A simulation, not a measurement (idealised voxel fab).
process module | voxel transistor to metal
cross-section cut | 190 nm wide | cells 5 nm
A cross-section is a grid of square cells, given in bands from the top down. A band is one or more rows of cells.
Each band's line starts with the height of the band's top and of its bottom, in nm. Then come its materials from left to right, each with its width in nm. One material with "throughout" fills the band from edge to edge. "air" is empty space.
Height 0 is the level under which the wafer as received is all one material. The lowest band goes on downwards, as in "0 down".
A width such as "30 to 40" changes by the same amount from each row of cells to the next, from the band's top row to its bottom row.
"no change" after a step means that no cell of the cross-section changed.
closed voids: empty space of 8 cells or more with no open way to the top, each as width x height at its distance from the left edge, in nm
after a step's settings: what the simulator itself notes on the step
overlay nm, on a step with a mask: how far to the right of its planned place the mask lay; to the left if negative
plan
1 op RECEIVE | material Si
2 op OXIDIZE | depth nm 5
3 op CONFORMAL_DEP | material SiN | thk nm 15
4 op MASKED_ETCH | tone cover | mask id ACTIVE | width nm 95 | etch materials SiN | depth nm 15 | overlay nm 0
5 op MASKED_ETCH | tone cover | mask id ACTIVE | width nm 95 | etch materials SiO2 | depth nm 5 | overlay nm 0
6 op MASKED_ETCH | tone cover | mask id ACTIVE | width nm 95 | etch materials Si | depth nm 20 | overlay nm 0
7 op OXIDIZE | depth nm 5
8 op FILL_DEP | material SiO2 | thk nm 5
9 op CMP | height nm 15
10 op SELECTIVE_ETCH | etch materials SiO2 | depth nm 15
11 op STRIP | etch materials SiN
12 op SELECTIVE_ETCH | etch materials SiO2 | depth nm 5
13 op OXIDIZE | depth nm 5
14 op DIRECTIONAL_DEP | material polySi | thk nm 25
15 op DIRECTIONAL_DEP | material SiCN | thk nm 15
16 op PATTERN | tone cover | mask id GATE | material resist | width nm 15 | thk nm 15 | overlay nm 0
17 op DIRECTIONAL_ETCH | etch materials SiCN | depth nm 25
18 op DIRECTIONAL_ETCH | etch materials polySi | depth nm 35
19 op STRIP | etch materials resist
20 op CONFORMAL_DEP | material SiO2 | thk nm 5
21 op DIRECTIONAL_ETCH | etch materials SiO2 | depth nm 5
22 op CONFORMAL_DEP | material SiN | thk nm 5
23 op DIRECTIONAL_ETCH | etch materials SiN | depth nm 5
24 op DIRECTIONAL_ETCH | etch materials SiO2 | depth nm 5
25 op DIRECTIONAL_ETCH | etch materials Si | depth nm 15
26 op EPI | material SiGe | thk nm 15
27 op FILL_DEP | material SiO2 | thk nm 5
28 op CMP | height nm 35
29 op DIRECTIONAL_DEP | material SiO2 | thk nm 10
30 op DIRECTIONAL_DEP | material aC | thk nm 15
31 op PATTERN | tone open | mask id CONTACT | material resist | width nm 25 | pitch nm 50 | thk nm 35 | overlay nm 0
32 op DIRECTIONAL_ETCH | etch materials aC | depth nm 15
33 op STRIP | etch materials resist
34 op DIRECTIONAL_ETCH | etch materials SiO2 | depth nm 55
35 op STRIP | etch materials aC
36 op CONFORMAL_DEP | material TiN | thk nm 5
37 op FILL_DEP | material Ru | thk nm 5
38 op CMP | height nm 45
39 op CONFORMAL_DEP | material SiN | thk nm 5
40 op DIRECTIONAL_DEP | material lowk | thk nm 20
41 op PATTERN | tone open | mask id METAL_1 | material resist | width nm 15 | pitch nm 60 | thk nm 15 | overlay nm 0
42 op DIRECTIONAL_ETCH | etch materials lowk | depth nm 20
43 op DIRECTIONAL_ETCH | etch materials SiN | depth nm 5
44 op STRIP | etch materials resist
45 op CONFORMAL_DEP | material TiN | thk nm 5
46 op FILL_DEP | material Cu | thk nm 10
47 op CMP | height nm 70
48 op CONFORMAL_DEP | material SiN | thk nm 5
as received, after step 1
  0 down: Si throughout
  closed voids: none
a wafer at the end: this start, this plan, one mistake
  75 to 70: SiN throughout
  70 to 50: lowk 55 | TiN 5 | Cu 5 | TiN 5 | lowk 45 | TiN 5 | Cu 5 | TiN 5 | lowk 60
  50 to 45: SiN 55 | TiN 15 | SiN 45 | TiN 15 | SiN 60
  45 to 35: SiO2 55 | TiN 5 | Ru 15 | TiN 5 | SiO2 25 | TiN 5 | Ru 15 | TiN 5 | SiO2 60
  35 to 20: SiO2 55 | TiN 5 | Ru 15 | TiN 5 | SiN 5 | SiCN 15 | SiN 5 | TiN 5 | Ru 15 | TiN 5 | SiO2 60
  20 to 10: SiO2 55 | TiN 5 | Ru 15 | TiN 5 | SiN 5 | polySi 15 | SiN 5 | TiN 5 | Ru 15 | TiN 5 | SiO2 60
  10 to 5: SiO2 55 | TiN 25 | SiN 5 | polySi 15 | SiN 5 | TiN 25 | SiO2 60
  5 to -5: SiO2 55 | TiN 10 | SiGe 15 | SiN 5 | polySi 15 | SiN 5 | SiGe 15 | TiN 10 | SiO2 60
  -5 to -10: SiO2 55 | TiN 10 | SiGe 15 | SiN 5 | SiO2 15 | SiN 5 | SiGe 15 | TiN 10 | SiO2 60
  -10 to -15: SiO2 45 | SiGe 35 | Si 25 | SiGe 35 | SiO2 50
  -15 to -25: SiO2 50 | SiGe 30 | Si 25 | SiGe 30 | SiO2 55
  -25 to -30: SiO2 50 | Si 85 | SiO2 55
  -30 down: Si throughout
  closed voids: none
what went wrong: step 20 was left out
